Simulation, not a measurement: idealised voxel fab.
process module | voxel released beams
cross-section cut | 200 nm wide | cells 5 nm
A cross-section is a grid of square cells, given in bands from the top down. A band is one or more rows of cells.
Each band's line starts with the height of the band's top and of its bottom, in nm. Then come its materials from left to right, each with its width in nm. One material with "throughout" fills the band from edge to edge. "air" is empty space.
Height 0 is the level under which the wafer as received is all one material. The lowest band goes on downwards, as in "0 down".
A width such as "30 to 40" changes by the same amount from each row of cells to the next, from the band's top row to its bottom row.
"no change" after a step means that no cell of the cross-section changed.
closed voids: empty space of 8 cells or more with no open way to the top, each as width x height at its distance from the left edge, in nm
after a step's settings: what the simulator itself notes on the step
overlay nm, on a step with a mask: how far to the right of its planned place the mask lay; to the left if negative
plan
1 op RECEIVE | material Si
2 op CONFORMAL_DEP | material SiN | thk nm 5
3 op DIRECTIONAL_DEP | material SiO2 | thk nm 20
4 op MASKED_ETCH | tone open | mask id ANCHOR | width nm 35 | etch materials SiO2 | depth nm 20 | overlay nm 0
5 op CONFORMAL_DEP | material TiN | thk nm 15
6 op DIRECTIONAL_DEP | material aC | thk nm 15
7 op PATTERN | tone cover | mask id BEAM | material resist | width nm 90 | thk nm 30 | overlay nm 0
8 op DIRECTIONAL_ETCH | etch materials aC | depth nm 15
9 op STRIP | etch materials resist
10 op DIRECTIONAL_ETCH | etch materials TiN | depth nm 15
11 op STRIP | etch materials aC
12 op STRIP | etch materials SiO2
as received, after step 1
  0 down: Si throughout
  closed voids: none
first wafer at the end, as planned
  40 to 25: air 50 | TiN 20 | air 5 | TiN 65 | air 60
  25 to 20: air 55 | TiN 15 | air 5 | TiN 15 | air 110
  20 to 5: air 55 | TiN 35 | air 110
  5 to 0: SiN throughout
  0 down: Si throughout
  closed voids: none
second wafer at the end: like start, like plan, one mistake
  40 to 25: air 55 | TiN 15 | air 5 | TiN 65 | air 60
  25 to 20: air 55 | TiN 15 | air 5 | TiN 15 | air 110
  20 to 5: air 55 | TiN 35 | air 110
  5 to 0: SiN throughout
  0 down: Si throughout
  closed voids: none
what went wrong: step 7 ran as: op PATTERN | tone cover | mask id BEAM | material resist | width nm 85 | thk nm 30 | overlay nm 0
at the end the second wafer has, in cells: 3 fewer of TiN
